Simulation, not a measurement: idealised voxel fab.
process module | voxel gate over fins
cross-section cut | 220 nm wide | cells 5 nm
A cross-section is a grid of square cells, given in bands from the top down. A band is one or more rows of cells.
Each band's line starts with the height of the band's top and of its bottom, in nm. Then come its materials from left to right, each with its width in nm. One material with "throughout" fills the band from edge to edge. "air" is empty space.
Height 0 is the level under which the wafer as received is all one material. The lowest band goes on downwards, as in "0 down".
A width such as "30 to 40" changes by the same amount from each row of cells to the next, from the band's top row to its bottom row.
"no change" after a step means that no cell of the cross-section changed.
closed voids: empty space of 8 cells or more with no open way to the top, each as width x height at its distance from the left edge, in nm
after a step's settings: what the simulator itself notes on the step
overlay nm, on a step with a mask: how far to the right of its planned place the mask lay; to the left if negative
plan
1 op RECEIVE | material Si
2 op CONFORMAL_DEP | material SiN | thk nm 10
3 op PATTERN | tone cover | mask id FINS | material resist | width nm 15 | pitch nm 50 | thk nm 20 | overlay nm 0
4 op DIRECTIONAL_ETCH | etch materials SiN | depth nm 10
5 op DIRECTIONAL_ETCH | etch materials Si | depth nm 40
6 op STRIP | etch materials resist
7 op OXIDIZE | depth nm 5
8 op FILL_DEP | material SiO2 | thk nm 5
9 op CMP | height nm 10
10 op DIRECTIONAL_DEP | material aC | thk nm 10
11 op PATTERN | tone open | mask id RAIL | material resist | width nm 15 | thk nm 25 | overlay nm 0
12 op DIRECTIONAL_ETCH | etch materials aC | depth nm 10
13 op STRIP | etch materials resist
14 op DIRECTIONAL_ETCH | etch materials SiO2 | depth nm 45
15 op STRIP | etch materials aC
16 op CONFORMAL_DEP | material TiN | thk nm 5
17 op FILL_DEP | material W | thk nm 10
18 op CMP | height nm 10
19 op SELECTIVE_ETCH | etch materials W Ru TiN | depth nm 30
20 op FILL_DEP | material SiO2 | thk nm 5
21 op CMP | height nm 10
22 op SELECTIVE_ETCH | etch materials SiO2 | depth nm 20
23 op STRIP | etch materials SiN
24 op CONFORMAL_DEP | material HfO2 | thk nm 5
25 op CONFORMAL_DEP | material TiN | thk nm 5
26 op FILL_DEP | material W | thk nm 15
27 op CMP | height nm 20
28 op CONFORMAL_DEP | material SiCN | thk nm 5
as received, after step 1
  0 down: Si throughout
  closed voids: none
first wafer at the end, as planned
  25 to 20: SiCN throughout
  20 to 10: W throughout
  10 to 5: W 20 | TiN 25 | W 25 | TiN 25 | W 25 | TiN 25 | W 25 | TiN 25 | W 25
  5 to 0: W 20 | TiN 5 | HfO2 15 | TiN 5 | W 25 | TiN 5 | HfO2 15 | TiN 5 | W 25 | TiN 5 | HfO2 15 | TiN 5 | W 25 | TiN 5 | HfO2 15 | TiN 5 | W 25
  0 to -5: TiN 25 | HfO2 5 | Si 5 | HfO2 5 | TiN 35 | HfO2 5 | Si 5 | HfO2 5 | TiN 35 | HfO2 5 | Si 5 | HfO2 5 | TiN 35 | HfO2 5 | Si 5 | HfO2 5 | TiN 30
  -5 to -10: HfO2 30 | Si 5 | HfO2 45 | Si 5 | HfO2 45 | Si 5 | HfO2 45 | Si 5 | HfO2 35
  -10 to -20: SiO2 30 | Si 5 | SiO2 45 | Si 5 | SiO2 45 | Si 5 | SiO2 45 | Si 5 | SiO2 35
  -20 to -30: SiO2 30 | Si 5 | SiO2 15 | TiN 5 | W 5 | TiN 5 | SiO2 15 | Si 5 | SiO2 45 | Si 5 | SiO2 45 | Si 5 | SiO2 35
  -30 to -35: SiO2 30 | Si 5 | SiO2 15 | TiN 15 | SiO2 15 | Si 5 | SiO2 45 | Si 5 | SiO2 45 | Si 5 | SiO2 35
  -35 to -45: SiO2 30 | Si 5 | SiO2 45 | Si 5 | SiO2 45 | Si 5 | SiO2 45 | Si 5 | SiO2 35
  -45 down: Si throughout
  closed voids: none
second wafer at the end: like start, like plan, one mistake
  25 to 20: SiCN throughout
  20 to 10: W throughout
  10 to 5: W 20 | TiN 25 | W 25 | TiN 25 | W 25 | TiN 25 | W 25 | TiN 25 | W 25
  5 to 0: W 20 | TiN 5 | HfO2 15 | TiN 5 | W 25 | TiN 5 | HfO2 15 | TiN 5 | W 25 | TiN 5 | HfO2 15 | TiN 5 | W 25 | TiN 5 | HfO2 15 | TiN 5 | W 25
  0 to -5: TiN 25 | HfO2 5 | Si 5 | HfO2 5 | TiN 35 | HfO2 5 | Si 5 | HfO2 5 | TiN 35 | HfO2 5 | Si 5 | HfO2 5 | TiN 35 | HfO2 5 | Si 5 | HfO2 5 | TiN 30
  -5 to -10: HfO2 30 | Si 5 | HfO2 45 | Si 5 | HfO2 45 | Si 5 | HfO2 45 | Si 5 | HfO2 35
  -10 to -20: SiO2 30 | Si 5 | SiO2 45 | Si 5 | SiO2 45 | Si 5 | SiO2 45 | Si 5 | SiO2 35
  -20 to -30: SiO2 30 | Si 5 | SiO2 10 | TiN 5 | W 15 | TiN 5 | SiO2 10 | Si 5 | SiO2 45 | Si 5 | SiO2 45 | Si 5 | SiO2 35
  -30 to -35: SiO2 30 | Si 5 | SiO2 10 | TiN 25 | SiO2 10 | Si 5 | SiO2 45 | Si 5 | SiO2 45 | Si 5 | SiO2 35
  -35 to -45: SiO2 30 | Si 5 | SiO2 45 | Si 5 | SiO2 45 | Si 5 | SiO2 45 | Si 5 | SiO2 35
  -45 down: Si throughout
  closed voids: none
what went wrong: step 11 ran as: op PATTERN | tone open | mask id RAIL | material resist | width nm 25 | thk nm 25 | overlay nm 0
at the end the second wafer has, in cells: 6 fewer of SiO2 | 2 more of TiN | 4 more of W
